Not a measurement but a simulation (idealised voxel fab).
Title: Process Module voxel self aligned vias
The figure presents cross-section cut, which has a width of 225 nm and is divided into square cells with an edge length of 5 nm.
Reading order for cross-sections: top band down to bottom band. Underlying form: a grid of square cells. Band size: one or more rows of cells.
Quick guide to a band line: top height, bottom height (nm) up front; then every material left to right with its width in nm. Only one material and it's marked "edge to edge"? Then it fills the band edge to edge. And "air" just means empty space.
Note: height 0 marks the level under which the wafer is uniformly one material as received. Lowest band unbounded below, written "0 -> down".
The width entry "30..40" should be interpreted row by row: the top row of cells in the band takes the first number, the bottom row takes the second number, and the change between adjacent rows is uniform throughout.
Step marked "no change"? Then no cell in the cross-section changed in it.
You'll see "Internal closed voids" listing empty spaces that have no way open to the top, as long as they're 8 cells or more; the notation is width x height at distance, where the distance is from the left edge, and all of it is in nm.
Note: text after step settings on the step line = simulator remark on that step.
overlay nm: mask offset rightward from planned place, masked step; negative means leftward offset.

-- This section lists the process steps that were planned
| 1 | RECEIVE, material Si |
| 2 | CONFORMAL_DEP, material SiO2, thk nm 10 |
| 3 | CONFORMAL_DEP, material SiCN, thk nm 5 |
| 4 | DIRECTIONAL_DEP, material lowk, thk nm 20 |
| 5 | PATTERN, tone open, mask id LINES, material resist, width nm 20, pitch nm 60, thk nm 15, overlay nm 0 |
| 6 | DIRECTIONAL_ETCH, etch materials lowk, depth nm 20 |
| 7 | STRIP, etch materials resist |
| 8 | CONFORMAL_DEP, material TiN, thk nm 5 |
| 9 | FILL_DEP, material W, thk nm 5 |
| 10 | CMP, height nm 35 |
| 11 | SELECTIVE_ETCH, etch materials W Ru TiN, depth nm 5 |
| 12 | FILL_DEP, material SiN, thk nm 10 |
| 13 | CMP, height nm 35 |
| 14 | DIRECTIONAL_DEP, material lowk, thk nm 15 |
| 15 | DIRECTIONAL_DEP, material aC, thk nm 15 |
| 16 | PATTERN, tone open, mask id VIAS, material resist, width nm 40, pitch nm 60, thk nm 30, overlay nm -15 |
| 17 | DIRECTIONAL_ETCH, etch materials aC, depth nm 15 |
| 18 | STRIP, etch materials resist |
| 19 | DIRECTIONAL_ETCH, etch materials lowk, depth nm 15 |
| 20 | DIRECTIONAL_ETCH, etch materials SiN, depth nm 5 |
| 21 | STRIP, etch materials aC |
| 22 | CONFORMAL_DEP, material TiN, thk nm 5 |
| 23 | FILL_DEP, material Cu, thk nm 5 |
| 24 | CMP, height nm 50 |
| 25 | CONFORMAL_DEP, material SiN, thk nm 5 |
Every wafer here starts from the same state; it is the step 16 overlay nm that distinguishes them, and the value the plan gives belongs to the first wafer.

-- Cross-section of the first of several wafers as received (after step 1)
  0 -> down: Si edge to edge
  Internal closed voids: none

-- Module end state after final step 25: cross-section of the first of several wafers
  55 -> 50: SiN edge to edge
  50 -> 40: 45 lowk | 5 TiN | 30 Cu | 5 TiN | 20 lowk | 5 TiN | 30 Cu | 5 TiN | 80 lowk
  40 -> 35: 45 lowk | 30 TiN | 5 Cu | 5 TiN | 20 lowk | 30 TiN | 5 Cu | 5 TiN | 80 lowk
  35 -> 30: 70 lowk | 15 TiN | 5 SiN | 40 lowk | 15 TiN | 5 SiN | 75 lowk
  30 -> 20: 70 lowk | 5 TiN | 10 W | 5 TiN | 40 lowk | 5 TiN | 10 W | 5 TiN | 75 lowk
  20 -> 15: 70 lowk | 20 TiN | 40 lowk | 20 TiN | 75 lowk
  15 -> 10: SiCN edge to edge
  10 -> 0: SiO2 edge to edge
  0 -> down: Si edge to edge
  Internal closed voids: none

-- Last wafer of the set, cross-sectioned at end of module
  55 -> 50: SiN edge to edge
  50 -> 40: 75 lowk | 5 TiN | 30 Cu | 5 TiN | 20 lowk | 5 TiN | 30 Cu | 5 TiN | 50 lowk
  40 -> 35: 75 lowk | 5 TiN | 5 Cu | 30 TiN | 20 lowk | 5 TiN | 5 Cu | 30 TiN | 50 lowk
  35 -> 30: 70 lowk | 5 SiN | 15 TiN | 40 lowk | 5 SiN | 15 TiN | 75 lowk
  30 -> 20: 70 lowk | 5 TiN | 10 W | 5 TiN | 40 lowk | 5 TiN | 10 W | 5 TiN | 75 lowk
  20 -> 15: 70 lowk | 20 TiN | 40 lowk | 20 TiN | 75 lowk
  15 -> 10: SiCN edge to edge
  10 -> 0: SiO2 edge to edge
  0 -> down: Si edge to edge
  Internal closed voids: none

-- So in this table every wafer gets its own row, and what you see is where it stands at the end of the module: for each material, how many cells it picked up (+) or gave up (-) since we received it, and after that its closed voids
overlay nm -15 | +26 Cu | +45 SiCN | +47 SiN | +90 SiO2 | +44 TiN | +8 W | +235 lowk | Internal closed voids: none
overlay nm -10 | +28 Cu | +45 SiCN | +45 SiN | +90 SiO2 | +44 TiN | +8 W | +235 lowk | Internal closed voids: none
overlay nm -5 | +28 Cu | +45 SiCN | +45 SiN | +90 SiO2 | +44 TiN | +8 W | +235 lowk | Internal closed voids: none
overlay nm 0 | +28 Cu | +45 SiCN | +45 SiN | +90 SiO2 | +44 TiN | +8 W | +235 lowk | Internal closed voids: none
overlay nm 5 | +28 Cu | +45 SiCN | +45 SiN | +90 SiO2 | +44 TiN | +8 W | +235 lowk | Internal closed voids: none
overlay nm 10 | +28 Cu | +45 SiCN | +45 SiN | +90 SiO2 | +44 TiN | +8 W | +235 lowk | Internal closed voids: none
overlay nm 15 | +26 Cu | +45 SiCN | +47 SiN | +90 SiO2 | +44 TiN | +8 W | +235 lowk | Internal closed voids: none
